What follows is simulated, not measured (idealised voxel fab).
Documented hereafter: the process module known as voxel gate over fins.
FYI the section here is cut, 225 nm wide, cells are 5 nm squares.
Cross-sections here: square-cell grids, written as top-down lists of bands, a band being one or more rows of cells.
Top, bottom (nm), then materials left to right with widths (nm); lone material tagged "edge to edge" fills the whole band edge to edge; "empty" = empty space.
Zero point of the height axis is 0; under it, received wafer = one material. Lowest band: continues down indefinitely, "top 0, no bottom".
Think of "30..40" as a width that walks from the first number to the second as you go down the band, top row to bottom row, taking equal-sized steps from row to row.
"no alteration", as given for a step, is the statement that not any cell of the cross-section underwent a change during that step.
Look at "Unvented internal voids" for the closed voids: empty spaces with no open path to the top, sized 8 cells or up. Each is width x height at distance, distance from the left edge, all nm.
Anything after a step's settings on that line? It's the simulator's own note about the step.
Among the settings permitted on a step's line is "overlay nm"; applied to a step with a mask, it specifies the extent to which the mask lay to the right of its planned position, whereas a negative figure signifies a position to the left.

STEPS PLANNED FOR THE PROCESS
1) RECEIVE,material Si
2) CONFORMAL_DEP,material SiN,thk nm 10
3) PATTERN,tone cover,mask id FINS,material resist,width nm 15,pitch nm 35,thk nm 20,overlay nm 0
4) DIRECTIONAL_ETCH,etch materials SiN,depth nm 10
5) DIRECTIONAL_ETCH,etch materials Si,depth nm 30
6) STRIP,etch materials resist
7) OXIDIZE,depth nm 5
8) FILL_DEP,material SiO2,thk nm 10
9) CMP,height nm 10
10) SELECTIVE_ETCH,etch materials SiO2,depth nm 25
11) STRIP,etch materials SiN
12) CONFORMAL_DEP,material HfO2,thk nm 5
13) CONFORMAL_DEP,material TiN,thk nm 5
14) CONFORMAL_DEP,material TiAl,thk nm 5
15) CONFORMAL_DEP,material TiN,thk nm 5
16) FILL_DEP,material W,thk nm 15
17) CMP,height nm 30
18) CONFORMAL_DEP,material SiN,thk nm 10

FIRST OF THE TWO WAFERS, RUN PER PLAN

CROSS-SECTION OF THE WAFER AT RECEIPT, WHICH IS THE CONDITION AFTER STEP 1
    top 0, no bottom = Si edge to edge
    Unvented internal voids: none

STEP 2 COMPLETE: CROSS-SECTION THROUGH THE WAFER
    top 10, bottom 0 = SiN edge to edge
    Everything below 0 is unchanged.

STEP 3 COMPLETE: CROSS-SECTION THROUGH THE WAFER
    top 30, bottom 10 = 70 empty  15 resist  20 empty  15 resist  20 empty  15 resist  70 empty
    Everything below 10 is unchanged.

STEP 4 COMPLETE: CROSS-SECTION THROUGH THE WAFER
    top 30, bottom 10 = 70 empty  15 resist  20 empty  15 resist  20 empty  15 resist  70 empty
    top 10, bottom 0 = 70 empty  15 SiN  20 empty  15 SiN  20 empty  15 SiN  70 empty
    Everything below 0 is unchanged.

STEP 5 COMPLETE: CROSS-SECTION THROUGH THE WAFER
    top 30, bottom 10 = 70 empty  15 resist  20 empty  15 resist  20 empty  15 resist  70 empty
    top 10, bottom 0 = 70 empty  15 SiN  20 empty  15 SiN  20 empty  15 SiN  70 empty
    top 0, bottom -30 = 70 empty  15 Si  20 empty  15 Si  20 empty  15 Si  70 empty
    Everything below -30 is unchanged.

STEP 6 COMPLETE: CROSS-SECTION THROUGH THE WAFER
    top 10, bottom 0 = 70 empty  15 SiN  20 empty  15 SiN  20 empty  15 SiN  70 empty
    Everything below 0 is unchanged.

STEP 7 COMPLETE: CROSS-SECTION THROUGH THE WAFER
    top 10, bottom 0 = 70 empty  15 SiN  20 empty  15 SiN  20 empty  15 SiN  70 empty
    top 0, bottom -30 = 70 empty  5 SiO2  5 Si  5 SiO2  20 empty  5 SiO2  5 Si  5 SiO2  20 empty  5 SiO2  5 Si  5 SiO2  70 empty
    top -30, bottom -35 = 75 SiO2  5 Si  30 SiO2  5 Si  30 SiO2  5 Si  75 SiO2
    Everything below -35 is unchanged.

STEP 8 COMPLETE: CROSS-SECTION THROUGH THE WAFER
    top 20, bottom 10 = SiO2 edge to edge
    top 10, bottom 0 = 70 SiO2  15 SiN  20 SiO2  15 SiN  20 SiO2  15 SiN  70 SiO2
    top 0, bottom -35 = 75 SiO2  5 Si  30 SiO2  5 Si  30 SiO2  5 Si  75 SiO2
    Everything below -35 is unchanged.

STEP 9 COMPLETE: CROSS-SECTION THROUGH THE WAFER
    top 10, bottom 0 = 70 SiO2  15 SiN  20 SiO2  15 SiN  20 SiO2  15 SiN  70 SiO2
    Everything below 0 is unchanged.

STEP 10 COMPLETE: CROSS-SECTION THROUGH THE WAFER
    top 10, bottom 0 = 70 empty  15 SiN  20 empty  15 SiN  20 empty  15 SiN  70 empty
    top 0, bottom -15 = 75 empty  5 Si  30 empty  5 Si  30 empty  5 Si  75 empty
    Everything below -15 is unchanged.

STEP 11 COMPLETE: CROSS-SECTION THROUGH THE WAFER
    top 0, bottom -15 = 75 empty  5 Si  30 empty  5 Si  30 empty  5 Si  75 empty
    Everything below -15 is unchanged.

STEP 12 COMPLETE: CROSS-SECTION THROUGH THE WAFER
    top 5, bottom 0 = 70 empty  15 HfO2  20 empty  15 HfO2  20 empty  15 HfO2  70 empty
    top 0, bottom -10 = 70 empty  5 HfO2  5 Si  5 HfO2  20 empty  5 HfO2  5 Si  5 HfO2  20 empty  5 HfO2  5 Si  5 HfO2  70 empty
    top -10, bottom -15 = 75 HfO2  5 Si  30 HfO2  5 Si  30 HfO2  5 Si  75 HfO2
    Everything below -15 is unchanged.

STEP 13 COMPLETE: CROSS-SECTION THROUGH THE WAFER
    top 10, bottom 5 = 65 empty  25 TiN  10 empty  25 TiN  10 empty  25 TiN  65 empty
    top 5, bottom 0 = 65 empty  5 TiN  15 HfO2  5 TiN  10 empty  5 TiN  15 HfO2  5 TiN  10 empty  5 TiN  15 HfO2  5 TiN  65 empty
    top 0, bottom -5 = 65 empty  5 TiN  5 HfO2  5 Si  5 HfO2  5 TiN  10 empty  5 TiN  5 HfO2  5 Si  5 HfO2  5 TiN  10 empty  5 TiN  5 HfO2  5 Si  5 HfO2  5 TiN  65 empty
    top -5, bottom -10 = 70 TiN  5 HfO2  5 Si  5 HfO2  20 TiN  5 HfO2  5 Si  5 HfO2  20 TiN  5 HfO2  5 Si  5 HfO2  70 TiN
    Everything below -10 is unchanged.

STEP 14 COMPLETE: CROSS-SECTION THROUGH THE WAFER
    top 15, bottom 10 = 60 empty  105 TiAl  60 empty
    top 10, bottom 5 = 60 empty  5 TiAl  25 TiN  10 TiAl  25 TiN  10 TiAl  25 TiN  5 TiAl  60 empty
    top 5, bottom 0 = 60 empty  5 TiAl  5 TiN  15 HfO2  5 TiN  10 TiAl  5 TiN  15 HfO2  5 TiN  10 TiAl  5 TiN  15 HfO2  5 TiN  5 TiAl  60 empty
    top 0, bottom -5 = 65 TiAl  5 TiN  5 HfO2  5 Si  5 HfO2  5 TiN  10 TiAl  5 TiN  5 HfO2  5 Si  5 HfO2  5 TiN  10 TiAl  5 TiN  5 HfO2  5 Si  5 HfO2  5 TiN  65 TiAl
    Everything below -5 is unchanged.

STEP 15 COMPLETE: CROSS-SECTION THROUGH THE WAFER
    top 20, bottom 15 = 55 empty  115 TiN  55 empty
    top 15, bottom 10 = 55 empty  5 TiN  105 TiAl  5 TiN  55 empty
    top 10, bottom 5 = 55 empty  5 TiN  5 TiAl  25 TiN  10 TiAl  25 TiN  10 TiAl  25 TiN  5 TiAl  5 TiN  55 empty
    top 5, bottom 0 = 60 TiN  5 TiAl  5 TiN  15 HfO2  5 TiN  10 TiAl  5 TiN  15 HfO2  5 TiN  10 TiAl  5 TiN  15 HfO2  5 TiN  5 TiAl  60 TiN
    Everything below 0 is unchanged.

STEP 16 COMPLETE: CROSS-SECTION THROUGH THE WAFER
    top 35, bottom 20 = W edge to edge
    top 20, bottom 15 = 55 W  115 TiN  55 W
    top 15, bottom 10 = 55 W  5 TiN  105 TiAl  5 TiN  55 W
    top 10, bottom 5 = 55 W  5 TiN  5 TiAl  25 TiN  10 TiAl  25 TiN  10 TiAl  25 TiN  5 TiAl  5 TiN  55 W
    Everything below 5 is unchanged.

STEP 17 COMPLETE: CROSS-SECTION THROUGH THE WAFER
    top 30, bottom 20 = W edge to edge
    Everything below 20 is unchanged.

STEP 18 COMPLETE: CROSS-SECTION THROUGH THE WAFER
    top 40, bottom 30 = SiN edge to edge
    Everything below 30 is unchanged.

REGARDING THE SECOND OF THE TWO WAFERS: IT SHARED THE FIRST WAFER'S STARTING CONDITION AND PROCESS PLAN, YET ONE ERROR OCCURRED DURING ITS EXECUTION. ITS HISTORY COINCIDES WITH THAT OF THE FIRST WAFER UP TO AND INCLUDING STEP 11

CROSS-SECTION OF THE SECOND WAFER CORRESPONDING TO THE PLANNED CONCLUSION OF STEP 12
    top 5, bottom 0 = 70 empty  15 TiN  20 empty  15 TiN  20 empty  15 TiN  70 empty
    top 0, bottom -10 = 70 empty  5 TiN  5 Si  5 TiN  20 empty  5 TiN  5 Si  5 TiN  20 empty  5 TiN  5 Si  5 TiN  70 empty
    top -10, bottom -15 = 75 TiN  5 Si  30 TiN  5 Si  30 TiN  5 Si  75 TiN
    Everything below -15 is unchanged.

CROSS-SECTION OF THE SECOND WAFER CORRESPONDING TO THE PLANNED CONCLUSION OF STEP 13
    top 10, bottom 5 = 65 empty  25 HfO2  10 empty  25 HfO2  10 empty  25 HfO2  65 empty
    top 5, bottom 0 = 65 empty  5 HfO2  15 TiN  5 HfO2  10 empty  5 HfO2  15 TiN  5 HfO2  10 empty  5 HfO2  15 TiN  5 HfO2  65 empty
    top 0, bottom -5 = 65 empty  5 HfO2  5 TiN  5 Si  5 TiN  5 HfO2  10 empty  5 HfO2  5 TiN  5 Si  5 TiN  5 HfO2  10 empty  5 HfO2  5 TiN  5 Si  5 TiN  5 HfO2  65 empty
    top -5, bottom -10 = 70 HfO2  5 TiN  5 Si  5 TiN  20 HfO2  5 TiN  5 Si  5 TiN  20 HfO2  5 TiN  5 Si  5 TiN  70 HfO2
    Everything below -10 is unchanged.

CROSS-SECTION OF THE SECOND WAFER CORRESPONDING TO THE PLANNED CONCLUSION OF STEP 14
    top 15, bottom 10 = 60 empty  105 TiAl  60 empty
    top 10, bottom 5 = 60 empty  5 TiAl  25 HfO2  10 TiAl  25 HfO2  10 TiAl  25 HfO2  5 TiAl  60 empty
    top 5, bottom 0 = 60 empty  5 TiAl  5 HfO2  15 TiN  5 HfO2  10 TiAl  5 HfO2  15 TiN  5 HfO2  10 TiAl  5 HfO2  15 TiN  5 HfO2  5 TiAl  60 empty
    top 0, bottom -5 = 65 TiAl  5 HfO2  5 TiN  5 Si  5 TiN  5 HfO2  10 TiAl  5 HfO2  5 TiN  5 Si  5 TiN  5 HfO2  10 TiAl  5 HfO2  5 TiN  5 Si  5 TiN  5 HfO2  65 TiAl
    Everything below -5 is unchanged.

CROSS-SECTION OF THE SECOND WAFER CORRESPONDING TO THE PLANNED CONCLUSION OF STEP 15
    top 20, bottom 15 = 55 empty  115 TiN  55 empty
    top 15, bottom 10 = 55 empty  5 TiN  105 TiAl  5 TiN  55 empty
    top 10, bottom 5 = 55 empty  5 TiN  5 TiAl  25 HfO2  10 TiAl  25 HfO2  10 TiAl  25 HfO2  5 TiAl  5 TiN  55 empty
    top 5, bottom 0 = 60 TiN  5 TiAl  5 HfO2  15 TiN  5 HfO2  10 TiAl  5 HfO2  15 TiN  5 HfO2  10 TiAl  5 HfO2  15 TiN  5 HfO2  5 TiAl  60 TiN
    Everything below 0 is unchanged.

CROSS-SECTION OF THE SECOND WAFER CORRESPONDING TO THE PLANNED CONCLUSION OF STEP 16
    top 35, bottom 20 = W edge to edge
    top 20, bottom 15 = 55 W  115 TiN  55 W
    top 15, bottom 10 = 55 W  5 TiN  105 TiAl  5 TiN  55 W
    top 10, bottom 5 = 55 W  5 TiN  5 TiAl  25 HfO2  10 TiAl  25 HfO2  10 TiAl  25 HfO2  5 TiAl  5 TiN  55 W
    Everything below 5 is unchanged.

CROSS-SECTION OF THE SECOND WAFER CORRESPONDING TO THE PLANNED CONCLUSION OF STEP 17
    top 30, bottom 20 = W edge to edge
    Everything below 20 is unchanged.

CROSS-SECTION OF THE SECOND WAFER CORRESPONDING TO THE PLANNED CONCLUSION OF STEP 18
    top 40, bottom 30 = SiN edge to edge
    Everything below 30 is unchanged.
Error vs. plan: steps 12 and 13 swapped
Final state: per-material cell counts identical on both wafers; locations differ.
